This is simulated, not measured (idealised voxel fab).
process module | voxel capacitor over wiring
cross-section cut | 250 nm wide | cells 5 nm
A cross-section is a grid of square cells, given in bands from the top down. A band is one or more rows of cells.
Each band's line starts with the height of the band's top and of its bottom, in nm. Then come its materials from left to right, each with its width in nm. One material with "throughout" fills the band from edge to edge. "air" is empty space.
Height 0 is the level under which the wafer as received is all one material. The lowest band goes on downwards, as in "0 down".
A width such as "30 to 40" changes by the same amount from each row of cells to the next, from the band's top row to its bottom row.
"no change" after a step means that no cell of the cross-section changed.
closed voids: empty space of 8 cells or more with no open way to the top, each as width x height at its distance from the left edge, in nm
after a step's settings: what the simulator itself notes on the step
overlay nm, on a step with a mask: how far to the right of its planned place the mask lay; to the left if negative
plan
1 op RECEIVE | material Si
2 op CONFORMAL_DEP | material SiO2 | thk nm 15
3 op DIRECTIONAL_DEP | material TiN | thk nm 5
4 op DIRECTIONAL_DEP | material W | thk nm 15
5 op MASKED_ETCH | tone cover | mask id METAL_1 | width nm 25 | pitch nm 75 | etch materials W | depth nm 15 | overlay nm 0
6 op MASKED_ETCH | tone cover | mask id METAL_1 | width nm 25 | pitch nm 75 | etch materials TiN | depth nm 5 | overlay nm 0
7 op FILL_DEP | material lowk | thk nm 10
8 op CMP | height nm 35
9 op CONFORMAL_DEP | material SiCN | thk nm 5
10 op DIRECTIONAL_DEP | material SiO2 | thk nm 15
11 op DIRECTIONAL_DEP | material aC | thk nm 15
12 op PATTERN | tone open | mask id PLUG_1 | material resist | width nm 15 | thk nm 30 | overlay nm 0
13 op DIRECTIONAL_ETCH | etch materials aC | depth nm 15
14 op STRIP | etch materials resist
15 op DIRECTIONAL_ETCH | etch materials SiO2 | depth nm 15
16 op DIRECTIONAL_ETCH | etch materials SiCN | depth nm 5
17 op STRIP | etch materials aC
18 op CONFORMAL_DEP | material TiN | thk nm 5
19 op FILL_DEP | material Cu | thk nm 10
20 op CMP | height nm 55
21 op DIRECTIONAL_DEP | material TiN | thk nm 5
22 op DIRECTIONAL_DEP | material Al2O3 | thk nm 5
23 op DIRECTIONAL_DEP | material TiN | thk nm 10
24 op DIRECTIONAL_DEP | material aC | thk nm 10
25 op PATTERN | tone cover | mask id UPPER_PLATE | material resist | width nm 55 | thk nm 30 | overlay nm 0
26 op DIRECTIONAL_ETCH | etch materials aC | depth nm 10
27 op STRIP | etch materials resist
28 op DIRECTIONAL_ETCH | etch materials TiN | depth nm 10
29 op DIRECTIONAL_ETCH | etch materials Al2O3 | depth nm 5
30 op STRIP | etch materials aC
31 op DIRECTIONAL_DEP | material aC | thk nm 15
32 op PATTERN | tone cover | mask id LOWER_PLATE | material resist | width nm 65 | thk nm 30 | overlay nm 0
33 op DIRECTIONAL_ETCH | etch materials aC | depth nm 15
34 op STRIP | etch materials resist
35 op DIRECTIONAL_ETCH | etch materials TiN | depth nm 5
36 op STRIP | etch materials aC
37 op FILL_DEP | material SiO2 | thk nm 20
38 op CMP | height nm 90
39 op DIRECTIONAL_DEP | material aC | thk nm 10
40 op PATTERN | tone open | mask id PLUG_2 | material resist | width nm 15 | thk nm 30 | overlay nm 0
41 op DIRECTIONAL_ETCH | etch materials aC | depth nm 10
42 op STRIP | etch materials resist
43 op DIRECTIONAL_ETCH | etch materials SiO2 | depth nm 15
44 op STRIP | etch materials aC
45 op CONFORMAL_DEP | material TiN | thk nm 5
46 op FILL_DEP | material W | thk nm 5
47 op CMP | height nm 90
48 op CONFORMAL_DEP | material SiCN | thk nm 5
first wafer, as planned
as received, after step 1
  0 down: Si throughout
  closed voids: none
after step 2
  15 to 0: SiO2 throughout
  below 0: unchanged
after step 3
  20 to 15: TiN throughout
  below 15: unchanged
after step 4
  35 to 20: W throughout
  below 20: unchanged
after step 5
  35 to 20: air 75 | W 25 | air 50 | W 25 | air 75
  below 20: unchanged
after step 6
  35 to 20: air 75 | W 25 | air 50 | W 25 | air 75
  20 to 15: air 75 | TiN 25 | air 50 | TiN 25 | air 75
  below 15: unchanged
after step 7
  45 to 35: lowk throughout
  35 to 20: lowk 75 | W 25 | lowk 50 | W 25 | lowk 75
  20 to 15: lowk 75 | TiN 25 | lowk 50 | TiN 25 | lowk 75
  below 15: unchanged
after step 8
  35 to 20: lowk 75 | W 25 | lowk 50 | W 25 | lowk 75
  below 20: unchanged
after step 9
  40 to 35: SiCN throughout
  below 35: unchanged
after step 10
  55 to 40: SiO2 throughout
  below 40: unchanged
after step 11
  70 to 55: aC throughout
  below 55: unchanged
after step 12
  100 to 70: resist 85 | air 15 | resist 150
  below 70: unchanged
after step 13
  85 to 70: resist 85 | air 15 | resist 150
  70 to 55: aC 85 | air 15 | aC 150
  below 55: unchanged
after step 14
  70 to 55: aC 85 | air 15 | aC 150
  below 55: unchanged
after step 15
  70 to 55: aC 85 | air 15 | aC 150
  55 to 40: SiO2 85 | air 15 | SiO2 150
  below 40: unchanged
after step 16
  70 to 55: aC 85 | air 15 | aC 150
  55 to 40: SiO2 85 | air 15 | SiO2 150
  40 to 35: SiCN 85 | air 15 | SiCN 150
  below 35: unchanged
after step 17
  55 to 40: SiO2 85 | air 15 | SiO2 150
  below 40: unchanged
after step 18
  60 to 55: TiN 90 | air 5 | TiN 155
  55 to 40: SiO2 85 | TiN 5 | air 5 | TiN 5 | SiO2 150
  40 to 35: SiCN 85 | TiN 15 | SiCN 150
  below 35: unchanged
after step 19
  70 to 60: Cu throughout
  60 to 55: TiN 90 | Cu 5 | TiN 155
  55 to 40: SiO2 85 | TiN 5 | Cu 5 | TiN 5 | SiO2 150
  below 40: unchanged
after step 20
  55 to 40: SiO2 85 | TiN 5 | Cu 5 | TiN 5 | SiO2 150
  below 40: unchanged
after step 21
  60 to 55: TiN throughout
  below 55: unchanged
after step 22
  65 to 60: Al2O3 throughout
  below 60: unchanged
after step 23
  75 to 65: TiN throughout
  below 65: unchanged
after step 24
  85 to 75: aC throughout
  below 75: unchanged
after step 25
  115 to 85: air 85 | resist 55 | air 110
  below 85: unchanged
after step 26
  105 to 85: air 85 | resist 55 | air 110
  85 to 75: air 85 | aC 55 | air 110
  below 75: unchanged
after step 27
  85 to 75: air 85 | aC 55 | air 110
  below 75: unchanged
after step 28
  85 to 75: air 85 | aC 55 | air 110
  75 to 65: air 85 | TiN 55 | air 110
  below 65: unchanged
after step 29
  85 to 75: air 85 | aC 55 | air 110
  75 to 65: air 85 | TiN 55 | air 110
  65 to 60: air 85 | Al2O3 55 | air 110
  below 60: unchanged
after step 30
  75 to 65: air 85 | TiN 55 | air 110
  below 65: unchanged
after step 31
  90 to 75: air 85 | aC 55 | air 110
  75 to 65: aC 85 | TiN 55 | aC 110
  65 to 60: aC 85 | Al2O3 55 | aC 110
  below 60: unchanged
after step 32
  120 to 90: air 80 | resist 65 | air 105
  90 to 75: air 80 | resist 5 | aC 55 | resist 5 | air 105
  below 75: unchanged
after step 33
  105 to 90: air 80 | resist 65 | air 105
  90 to 75: air 80 | resist 5 | aC 55 | resist 5 | air 105
  75 to 65: air 80 | aC 5 | TiN 55 | aC 5 | air 105
  65 to 60: air 80 | aC 5 | Al2O3 55 | aC 5 | air 105
  below 60: unchanged
after step 34
  90 to 75: air 85 | aC 55 | air 110
  below 75: unchanged
after step 35
  90 to 75: air 85 | aC 55 | air 110
  75 to 65: air 80 | aC 5 | TiN 55 | aC 5 | air 105
  65 to 60: air 80 | aC 5 | Al2O3 55 | aC 5 | air 105
  60 to 55: air 80 | TiN 65 | air 105
  below 55: unchanged
after step 36
  75 to 65: air 85 | TiN 55 | air 110
  65 to 60: air 85 | Al2O3 55 | air 110
  below 60: unchanged
after step 37
  95 to 75: SiO2 throughout
  75 to 65: SiO2 85 | TiN 55 | SiO2 110
  65 to 60: SiO2 85 | Al2O3 55 | SiO2 110
  60 to 55: SiO2 80 | TiN 65 | SiO2 105
  below 55: unchanged
after step 38
  90 to 75: SiO2 throughout
  below 75: unchanged
after step 39
  100 to 90: aC throughout
  below 90: unchanged
after step 40
  130 to 100: resist 95 | air 15 | resist 140
  below 100: unchanged
after step 41
  120 to 100: resist 95 | air 15 | resist 140
  100 to 90: aC 95 | air 15 | aC 140
  below 90: unchanged
after step 42
  100 to 90: aC 95 | air 15 | aC 140
  below 90: unchanged
after step 43
  100 to 90: aC 95 | air 15 | aC 140
  90 to 75: SiO2 95 | air 15 | SiO2 140
  below 75: unchanged
after step 44
  90 to 75: SiO2 95 | air 15 | SiO2 140
  below 75: unchanged
after step 45
  95 to 90: TiN 100 | air 5 | TiN 145
  90 to 80: SiO2 95 | TiN 5 | air 5 | TiN 5 | SiO2 140
  80 to 75: SiO2 95 | TiN 15 | SiO2 140
  below 75: unchanged
after step 46
  100 to 95: W throughout
  95 to 90: TiN 100 | W 5 | TiN 145
  90 to 80: SiO2 95 | TiN 5 | W 5 | TiN 5 | SiO2 140
  below 80: unchanged
after step 47
  90 to 80: SiO2 95 | TiN 5 | W 5 | TiN 5 | SiO2 140
  below 80: unchanged
after step 48
  95 to 90: SiCN throughout
  below 90: unchanged
second wafer: like start, like plan, one mistake. Through step 1 it matches the first wafer
when step 2 should have ended
  30 to 0: SiO2 throughout
  below 0: unchanged
when step 3 should have ended
  35 to 30: TiN throughout
  below 30: unchanged
when step 4 should have ended
  50 to 35: W throughout
  below 35: unchanged
when step 5 should have ended
  50 to 35: air 75 | W 25 | air 50 | W 25 | air 75
  below 35: unchanged
when step 6 should have ended
  50 to 35: air 75 | W 25 | air 50 | W 25 | air 75
  35 to 30: air 75 | TiN 25 | air 50 | TiN 25 | air 75
  below 30: unchanged
when step 7 should have ended
  60 to 50: lowk throughout
  50 to 35: lowk 75 | W 25 | lowk 50 | W 25 | lowk 75
  35 to 30: lowk 75 | TiN 25 | lowk 50 | TiN 25 | lowk 75
  below 30: unchanged
when step 8 should have ended
  35 to 30: lowk 75 | TiN 25 | lowk 50 | TiN 25 | lowk 75
  below 30: unchanged
when step 9 should have ended
  40 to 35: SiCN throughout
  below 35: unchanged
when step 10 should have ended
  55 to 40: SiO2 throughout
  below 40: unchanged
when step 11 should have ended
  70 to 55: aC throughout
  below 55: unchanged
when step 12 should have ended
  100 to 70: resist 85 | air 15 | resist 150
  below 70: unchanged
when step 13 should have ended
  85 to 70: resist 85 | air 15 | resist 150
  70 to 55: aC 85 | air 15 | aC 150
  below 55: unchanged
when step 14 should have ended
  70 to 55: aC 85 | air 15 | aC 150
  below 55: unchanged
when step 15 should have ended
  70 to 55: aC 85 | air 15 | aC 150
  55 to 40: SiO2 85 | air 15 | SiO2 150
  below 40: unchanged
when step 16 should have ended
  70 to 55: aC 85 | air 15 | aC 150
  55 to 40: SiO2 85 | air 15 | SiO2 150
  40 to 35: SiCN 85 | air 15 | SiCN 150
  below 35: unchanged
when step 17 should have ended
  55 to 40: SiO2 85 | air 15 | SiO2 150
  below 40: unchanged
when step 18 should have ended
  60 to 55: TiN 90 | air 5 | TiN 155
  55 to 40: SiO2 85 | TiN 5 | air 5 | TiN 5 | SiO2 150
  40 to 35: SiCN 85 | TiN 15 | SiCN 150
  below 35: unchanged
when step 19 should have ended
  70 to 60: Cu throughout
  60 to 55: TiN 90 | Cu 5 | TiN 155
  55 to 40: SiO2 85 | TiN 5 | Cu 5 | TiN 5 | SiO2 150
  below 40: unchanged
when step 20 should have ended
  55 to 40: SiO2 85 | TiN 5 | Cu 5 | TiN 5 | SiO2 150
  below 40: unchanged
when step 21 should have ended
  60 to 55: TiN throughout
  below 55: unchanged
when step 22 should have ended
  65 to 60: Al2O3 throughout
  below 60: unchanged
when step 23 should have ended
  75 to 65: TiN throughout
  below 65: unchanged
when step 24 should have ended
  85 to 75: aC throughout
  below 75: unchanged
when step 25 should have ended
  115 to 85: air 85 | resist 55 | air 110
  below 85: unchanged
when step 26 should have ended
  105 to 85: air 85 | resist 55 | air 110
  85 to 75: air 85 | aC 55 | air 110
  below 75: unchanged
when step 27 should have ended
  85 to 75: air 85 | aC 55 | air 110
  below 75: unchanged
when step 28 should have ended
  85 to 75: air 85 | aC 55 | air 110
  75 to 65: air 85 | TiN 55 | air 110
  below 65: unchanged
when step 29 should have ended
  85 to 75: air 85 | aC 55 | air 110
  75 to 65: air 85 | TiN 55 | air 110
  65 to 60: air 85 | Al2O3 55 | air 110
  below 60: unchanged
when step 30 should have ended
  75 to 65: air 85 | TiN 55 | air 110
  below 65: unchanged
when step 31 should have ended
  90 to 75: air 85 | aC 55 | air 110
  75 to 65: aC 85 | TiN 55 | aC 110
  65 to 60: aC 85 | Al2O3 55 | aC 110
  below 60: unchanged
when step 32 should have ended
  120 to 90: air 80 | resist 65 | air 105
  90 to 75: air 80 | resist 5 | aC 55 | resist 5 | air 105
  below 75: unchanged
when step 33 should have ended
  105 to 90: air 80 | resist 65 | air 105
  90 to 75: air 80 | resist 5 | aC 55 | resist 5 | air 105
  75 to 65: air 80 | aC 5 | TiN 55 | aC 5 | air 105
  65 to 60: air 80 | aC 5 | Al2O3 55 | aC 5 | air 105
  below 60: unchanged
when step 34 should have ended
  90 to 75: air 85 | aC 55 | air 110
  below 75: unchanged
when step 35 should have ended
  90 to 75: air 85 | aC 55 | air 110
  75 to 65: air 80 | aC 5 | TiN 55 | aC 5 | air 105
  65 to 60: air 80 | aC 5 | Al2O3 55 | aC 5 | air 105
  60 to 55: air 80 | TiN 65 | air 105
  below 55: unchanged
when step 36 should have ended
  75 to 65: air 85 | TiN 55 | air 110
  65 to 60: air 85 | Al2O3 55 | air 110
  below 60: unchanged
when step 37 should have ended
  95 to 75: SiO2 throughout
  75 to 65: SiO2 85 | TiN 55 | SiO2 110
  65 to 60: SiO2 85 | Al2O3 55 | SiO2 110
  60 to 55: SiO2 80 | TiN 65 | SiO2 105
  below 55: unchanged
when step 38 should have ended
  90 to 75: SiO2 throughout
  below 75: unchanged
when step 39 should have ended
  100 to 90: aC throughout
  below 90: unchanged
when step 40 should have ended
  130 to 100: resist 95 | air 15 | resist 140
  below 100: unchanged
when step 41 should have ended
  120 to 100: resist 95 | air 15 | resist 140
  100 to 90: aC 95 | air 15 | aC 140
  below 90: unchanged
when step 42 should have ended
  100 to 90: aC 95 | air 15 | aC 140
  below 90: unchanged
when step 43 should have ended
  100 to 90: aC 95 | air 15 | aC 140
  90 to 75: SiO2 95 | air 15 | SiO2 140
  below 75: unchanged
when step 44 should have ended
  90 to 75: SiO2 95 | air 15 | SiO2 140
  below 75: unchanged
when step 45 should have ended
  95 to 90: TiN 100 | air 5 | TiN 145
  90 to 80: SiO2 95 | TiN 5 | air 5 | TiN 5 | SiO2 140
  80 to 75: SiO2 95 | TiN 15 | SiO2 140
  below 75: unchanged
when step 46 should have ended
  100 to 95: W throughout
  95 to 90: TiN 100 | W 5 | TiN 145
  90 to 80: SiO2 95 | TiN 5 | W 5 | TiN 5 | SiO2 140
  below 80: unchanged
when step 47 should have ended
  90 to 80: SiO2 95 | TiN 5 | W 5 | TiN 5 | SiO2 140
  below 80: unchanged
when step 48 should have ended
  95 to 90: SiCN throughout
  below 90: unchanged
what went wrong: step 2 was run twice
at the end the second wafer has, in cells: 150 more of SiO2 | 30 fewer of W | 120 fewer of lowk
